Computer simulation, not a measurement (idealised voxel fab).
process module | voxel transistor to metal
cross-section cut | 300 nm wide | cells 5 nm
A cross-section is a grid of square cells, given in bands from the top down. A band is one or more rows of cells.
Each band's line starts with the height of the band's top and of its bottom, in nm. Then come its materials from left to right, each with its width in nm. One material with "throughout" fills the band from edge to edge. "air" is empty space.
Height 0 is the level under which the wafer as received is all one material. The lowest band goes on downwards, as in "0 down".
A width such as "30 to 40" changes by the same amount from each row of cells to the next, from the band's top row to its bottom row.
"no change" after a step means that no cell of the cross-section changed.
closed voids: empty space of 8 cells or more with no open way to the top, each as width x height at its distance from the left edge, in nm
after a step's settings: what the simulator itself notes on the step
overlay nm, on a step with a mask: how far to the right of its planned place the mask lay; to the left if negative
plan
1 op RECEIVE | material Si
2 op OXIDIZE | depth nm 5
3 op CONFORMAL_DEP | material SiN | thk nm 10
4 op MASKED_ETCH | tone cover | mask id ACTIVE | width nm 110 | pitch nm 140 | etch materials SiN | depth nm 10 | overlay nm 0
5 op MASKED_ETCH | tone cover | mask id ACTIVE | width nm 110 | pitch nm 140 | etch materials SiO2 | depth nm 5 | overlay nm 0
6 op MASKED_ETCH | tone cover | mask id ACTIVE | width nm 110 | pitch nm 140 | etch materials Si | depth nm 35 | overlay nm 0
7 op FILL_DEP | material SiO2 | thk nm 15
8 op CMP | height nm 10
9 op SELECTIVE_ETCH | etch materials SiO2 | depth nm 10
10 op STRIP | etch materials SiN
11 op SELECTIVE_ETCH | etch materials SiO2 | depth nm 5
12 op OXIDIZE | depth nm 5
13 op DIRECTIONAL_DEP | material polySi | thk nm 30
14 op DIRECTIONAL_DEP | material SiCN | thk nm 15
15 op PATTERN | tone cover | mask id GATE | material resist | width nm 20 | pitch nm 140 | thk nm 15 | overlay nm 0
16 op DIRECTIONAL_ETCH | etch materials SiCN | depth nm 25
17 op DIRECTIONAL_ETCH | etch materials polySi | depth nm 40
18 op STRIP | etch materials resist
19 op CONFORMAL_DEP | material SiO2 | thk nm 5
20 op DIRECTIONAL_ETCH | etch materials SiO2 | depth nm 5
21 op CONFORMAL_DEP | material SiN | thk nm 5
22 op DIRECTIONAL_ETCH | etch materials SiN | depth nm 5
23 op DIRECTIONAL_ETCH | etch materials SiO2 | depth nm 5
24 op DIRECTIONAL_ETCH | etch materials Si | depth nm 15
25 op EPI | material pSi | thk nm 15
26 op FILL_DEP | material SiO2 | thk nm 5
27 op CMP | height nm 40
28 op DIRECTIONAL_DEP | material SiO2 | thk nm 10
29 op MASKED_ETCH | tone open | mask id CONTACT | width nm 20 | pitch nm 70 | etch materials SiO2 | depth nm 60 | overlay nm 0
30 op CONFORMAL_DEP | material TiN | thk nm 5
31 op FILL_DEP | material W | thk nm 5
32 op CMP | height nm 50
33 op CONFORMAL_DEP | material SiCN | thk nm 5
34 op DIRECTIONAL_DEP | material SiO2 | thk nm 25
35 op MASKED_ETCH | tone open | mask id METAL_1 | width nm 20 | pitch nm 70 | etch materials SiO2 | depth nm 25 | overlay nm 0
36 op MASKED_ETCH | tone open | mask id METAL_1 | width nm 20 | pitch nm 70 | etch materials SiCN | depth nm 5 | overlay nm 0
37 op CONFORMAL_DEP | material TiN | thk nm 5
38 op FILL_DEP | material Cu | thk nm 10
39 op CMP | height nm 80
40 op EPI | material Ru | thk nm 5
41 op FILL_DEP | material SiCN | thk nm 5
as received, after step 1
  0 down: Si throughout
  closed voids: none
first wafer at the end, as planned
  90 to 85: SiCN throughout
  85 to 80: SiCN 30 | Ru 30 | SiCN 40 | Ru 30 | SiCN 40 | Ru 30 | SiCN 40 | Ru 30 | SiCN 30
  80 to 55: SiO2 35 | TiN 5 | Cu 10 | TiN 5 | SiO2 50 | TiN 5 | Cu 10 | TiN 5 | SiO2 50 | TiN 5 | Cu 10 | TiN 5 | SiO2 50 | TiN 5 | Cu 10 | TiN 5 | SiO2 35
  55 to 50: SiCN 35 | TiN 20 | SiCN 50 | TiN 20 | SiCN 50 | TiN 20 | SiCN 50 | TiN 20 | SiCN 35
  50 to 40: SiO2 35 | TiN 5 | W 10 | TiN 5 | SiO2 50 | TiN 5 | W 10 | TiN 5 | SiO2 50 | TiN 5 | W 10 | TiN 5 | SiO2 50 | TiN 5 | W 10 | TiN 5 | SiO2 35
  40 to 25: SiO2 35 | TiN 5 | W 10 | TiN 5 | SiO2 5 | SiN 5 | SiO2 5 | SiCN 20 | SiO2 5 | SiN 5 | SiO2 5 | TiN 5 | W 10 | TiN 5 | SiO2 50 | TiN 5 | W 10 | TiN 5 | SiO2 5 | SiN 5 | SiO2 5 | SiCN 20 | SiO2 5 | SiN 5 | SiO2 5 | TiN 5 | W 10 | TiN 5 | SiO2 35
  25 to 10: SiO2 35 | TiN 5 | W 10 | TiN 5 | SiO2 5 | SiN 5 | SiO2 5 | polySi 20 | SiO2 5 | SiN 5 | SiO2 5 | TiN 5 | W 10 | TiN 5 | SiO2 50 | TiN 5 | W 10 | TiN 5 | SiO2 5 | SiN 5 | SiO2 5 | polySi 20 | SiO2 5 | SiN 5 | SiO2 5 | TiN 5 | W 10 | TiN 5 | SiO2 35
  10 to 5: SiO2 35 | TiN 20 | SiO2 5 | SiN 5 | SiO2 5 | polySi 20 | SiO2 5 | SiN 5 | SiO2 5 | TiN 20 | SiO2 50 | TiN 20 | SiO2 5 | SiN 5 | SiO2 5 | polySi 20 | SiO2 5 | SiN 5 | SiO2 5 | TiN 20 | SiO2 35
  5 to -5: SiO2 35 | TiN 10 | pSi 15 | SiN 5 | SiO2 5 | polySi 20 | SiO2 5 | SiN 5 | pSi 15 | TiN 10 | SiO2 50 | TiN 10 | pSi 15 | SiN 5 | SiO2 5 | polySi 20 | SiO2 5 | SiN 5 | pSi 15 | TiN 10 | SiO2 35
  -5 to -10: SiO2 35 | TiN 10 | pSi 15 | SiO2 40 | pSi 15 | TiN 10 | SiO2 50 | TiN 10 | pSi 15 | SiO2 40 | pSi 15 | TiN 10 | SiO2 35
  -10 to -25: SiO2 25 | pSi 35 | Si 40 | pSi 35 | SiO2 30 | pSi 35 | Si 40 | pSi 35 | SiO2 25
  -25 to -40: SiO2 25 | Si 110 | SiO2 30 | Si 110 | SiO2 25
  -40 down: Si throughout
  closed voids: none
second wafer at the end: like start, like plan, one mistake
  90 to 85: SiCN throughout
  85 to 80: SiCN 30 | Ru 30 | SiCN 40 | Ru 30 | SiCN 40 | Ru 30 | SiCN 40 | Ru 30 | SiCN 30
  80 to 55: SiO2 35 | TiN 5 | Cu 10 | TiN 5 | SiO2 50 | TiN 5 | Cu 10 | TiN 5 | SiO2 50 | TiN 5 | Cu 10 | TiN 5 | SiO2 50 | TiN 5 | Cu 10 | TiN 5 | SiO2 35
  55 to 50: SiCN 35 | TiN 20 | SiCN 50 | TiN 20 | SiCN 50 | TiN 20 | SiCN 50 | TiN 20 | SiCN 35
  50 to 40: SiO2 35 | TiN 5 | W 10 | TiN 5 | SiO2 50 | TiN 5 | W 10 | TiN 5 | SiO2 50 | TiN 5 | W 10 | TiN 5 | SiO2 50 | TiN 5 | W 10 | TiN 5 | SiO2 35
  40 to 25: SiO2 35 | TiN 5 | W 10 | TiN 5 | SiO2 5 | SiN 5 | SiO2 5 | SiCN 25 | SiO2 5 | SiN 5 | TiN 5 | W 10 | TiN 5 | SiO2 50 | TiN 5 | W 10 | TiN 5 | SiO2 5 | SiN 5 | SiO2 5 | SiCN 25 | SiO2 5 | SiN 5 | TiN 5 | W 10 | TiN 5 | SiO2 35
  25 to 10: SiO2 35 | TiN 5 | W 10 | TiN 5 | SiO2 5 | SiN 5 | SiO2 5 | polySi 25 | SiO2 5 | SiN 5 | TiN 5 | W 10 | TiN 5 | SiO2 50 | TiN 5 | W 10 | TiN 5 | SiO2 5 | SiN 5 | SiO2 5 | polySi 25 | SiO2 5 | SiN 5 | TiN 5 | W 10 | TiN 5 | SiO2 35
  10 to 5: SiO2 35 | TiN 20 | SiO2 5 | SiN 5 | SiO2 5 | polySi 25 | SiO2 5 | SiN 5 | TiN 20 | SiO2 50 | TiN 20 | SiO2 5 | SiN 5 | SiO2 5 | polySi 25 | SiO2 5 | SiN 5 | TiN 20 | SiO2 35
  5 to -5: SiO2 35 | TiN 10 | pSi 15 | SiN 5 | SiO2 5 | polySi 25 | SiO2 5 | SiN 5 | pSi 15 | TiN 5 | SiO2 50 | TiN 10 | pSi 15 | SiN 5 | SiO2 5 | polySi 25 | SiO2 5 | SiN 5 | pSi 15 | TiN 5 | SiO2 35
  -5 to -10: SiO2 35 | TiN 10 | pSi 15 | SiO2 45 | pSi 15 | TiN 5 | SiO2 50 | TiN 10 | pSi 15 | SiO2 45 | pSi 15 | TiN 5 | SiO2 35
  -10 to -25: SiO2 25 | pSi 35 | Si 45 | pSi 30 | SiO2 30 | pSi 35 | Si 45 | pSi 30 | SiO2 25
  -25 to -40: SiO2 25 | Si 110 | SiO2 30 | Si 110 | SiO2 25
  -40 down: Si throughout
  closed voids: none
what went wrong: step 15 ran as: op PATTERN | tone cover | mask id GATE | material resist | width nm 25 | pitch nm 140 | thk nm 15 | overlay nm 0
at the end the second wafer has, in cells: 6 more of Si | 6 more of SiCN | 12 fewer of SiO2 | 6 fewer of TiN | 6 fewer of pSi | 12 more of polySi
